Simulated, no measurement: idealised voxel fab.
The process module that follows is named voxel self aligned contacts.
FYI the section here is cut, 220 nm wide, cells are 5 nm squares.
Each cross-section below is a grid of square cells, stated as bands in top-down order, with one or more rows of cells making up each band.
Top height, bottom height, nm. Materials left to right, width each, nm. Single material + "all across" = fills band edge to edge. "blank" = empty.
We count height from 0. Below that, the starting wafer is all one material. The lowest band never ends at the bottom but goes on down; see "0 nm and below" for how that is written.
Think of "30..40" as a width that walks from the first number to the second as you go down the band, top row to bottom row, taking equal-sized steps from row to row.
The cross-section has no changed cell in any step marked "everything unchanged".
"Closed internal voids" specifies each empty space that is not open to the top and that occupies no fewer than 8 cells, using the form width x height at distance, the distance measured from the left edge and all three quantities in nm.
Note: text after step settings on the step line = simulator remark on that step.
A step line may carry the setting "overlay nm", which, for steps involving a mask, states the distance by which the mask lay to the right of its intended position; negative values denote displacement to the left.

Plan:
1. RECEIVE with material Si
2. CONFORMAL_DEP with material SiO2, thk nm 5
3. DIRECTIONAL_DEP with material polySi, thk nm 20
4. DIRECTIONAL_DEP with material SiN, thk nm 15
5. DIRECTIONAL_DEP with material aC, thk nm 15
6. PATTERN with tone cover, mask id GATE, material resist, width nm 30, pitch nm 65, thk nm 35, overlay nm 0
7. DIRECTIONAL_ETCH with etch materials aC, depth nm 15
8. STRIP with etch materials resist
9. DIRECTIONAL_ETCH with etch materials SiN, depth nm 15
10. DIRECTIONAL_ETCH with etch materials polySi, depth nm 20
11. STRIP with etch materials aC
12. CONFORMAL_DEP with material SiN, thk nm 5
13. DIRECTIONAL_ETCH with etch materials SiN, depth nm 5
14. FILL_DEP with material SiO2, thk nm 15
15. CMP with height nm 45
16. MASKED_ETCH with tone open, mask id CONTACT, width nm 45, etch materials SiO2, depth nm 45, overlay nm 0
17. CONFORMAL_DEP with material TiN, thk nm 5
18. FILL_DEP with material Ru, thk nm 10
19. CMP with height nm 45
20. CONFORMAL_DEP with material SiCN, thk nm 5

Incoming wafer, cross-sectional view, post step 1:
    0 nm and below: Si all across
    Closed internal voids: none

Starting structure and process plan are as shown above, but one mistake was made in running the module; the wafer cross-section at the end of the module follows:
    50 nm to 45 nm: SiCN all across
    45 nm to 40 nm: SiO2: 85, TiN: 45, SiO2: 90
    40 nm to 25 nm: SiN: 65, SiO2: 20, SiN: 45, SiO2: 20, SiN: 70
    25 nm to 5 nm: polySi: 60, SiN: 5, SiO2: 20, SiN: 5, polySi: 35, SiN: 5, SiO2: 20, SiN: 5, polySi: 65
    5 nm to 0 nm: SiO2 all across
    0 nm and below: Si all across
    Closed internal voids: none
Heads up, the wafer didn't run the way we planned it: so step 6 ended up running with a different setting than we planned, it ran as PATTERN with tone open, mask id GATE, material resist, width nm 30, pitch nm 65, thk nm 35, overlay nm 0
